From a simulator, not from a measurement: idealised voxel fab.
Module name: voxel tone inversion (process module)
Shown is cross-section cut, with a width of 215 nm and square cells of size 5 nm.
Format of a cross-section: grid, square cells. Given as bands. Order: top down. Band: one or more rows of cells. Each band's line starts with the height of the band's top and of its bottom, in nm. Then come its materials from left to right, each with its width in nm. One material with "throughout" fills the band from edge to edge. "empty" is empty space. Height reference: 0 = level under which incoming wafer is all one material. Lowest band: no bottom, runs on downward, e.g. "z 0 and below". So if you see something like "30->40" for the width, read it as the top row of the band sitting at the first number and the bottom row at the second, with every row in between moving by the same amount as the last. Key: "no alteration" - step with no changed cell in the cross-section. "Closed void list" enumerates empty spaces isolated from the top, with no open way to it, that contain at least 8 cells, giving each as width x height at distance from the left edge, all three in nm. Whatever follows a step's settings on its line is a remark the simulator itself makes about that step. overlay nm: where the mask lay relative to plan, measured to the right, on steps with a mask; negatives go left.

### Planned process steps
| 1 | RECEIVE | material Si |
| 2 | CONFORMAL_DEP | material SiN | thk nm 5 |
| 3 | DIRECTIONAL_DEP | material aC | thk nm 15 |
| 4 | PATTERN | tone cover | mask id POSTS | material resist | width nm 20 | pitch nm 50 | thk nm 20 | overlay nm -5 |
| 5 | DIRECTIONAL_ETCH | etch materials aC | depth nm 15 |
| 6 | STRIP | etch materials resist |
| 7 | FILL_DEP | material lowk | thk nm 5 |
| 8 | CMP | height nm 20 |
| 9 | STRIP | etch materials aC |
What sets these wafers apart? The overlay nm at step 4. They all start alike, and the plan carries the first wafer's value.

### Sectional view: first of several wafers, as received, after step 1
  z 0 and below  Si throughout
  Closed void list: none

### Quick key for the table: a row per wafer, taken at the end of the module. For each material it tells you how many cells the wafer gained (+) or lost (-) since it came in, and the closed voids come after
overlay nm -5 | +43 SiN | +81 lowk | Closed void list: none
overlay nm 0 | +43 SiN | +81 lowk | Closed void list: none
overlay nm 5 | +43 SiN | +81 lowk | Closed void list: none
overlay nm 10 | +43 SiN | +81 lowk | Closed void list: none
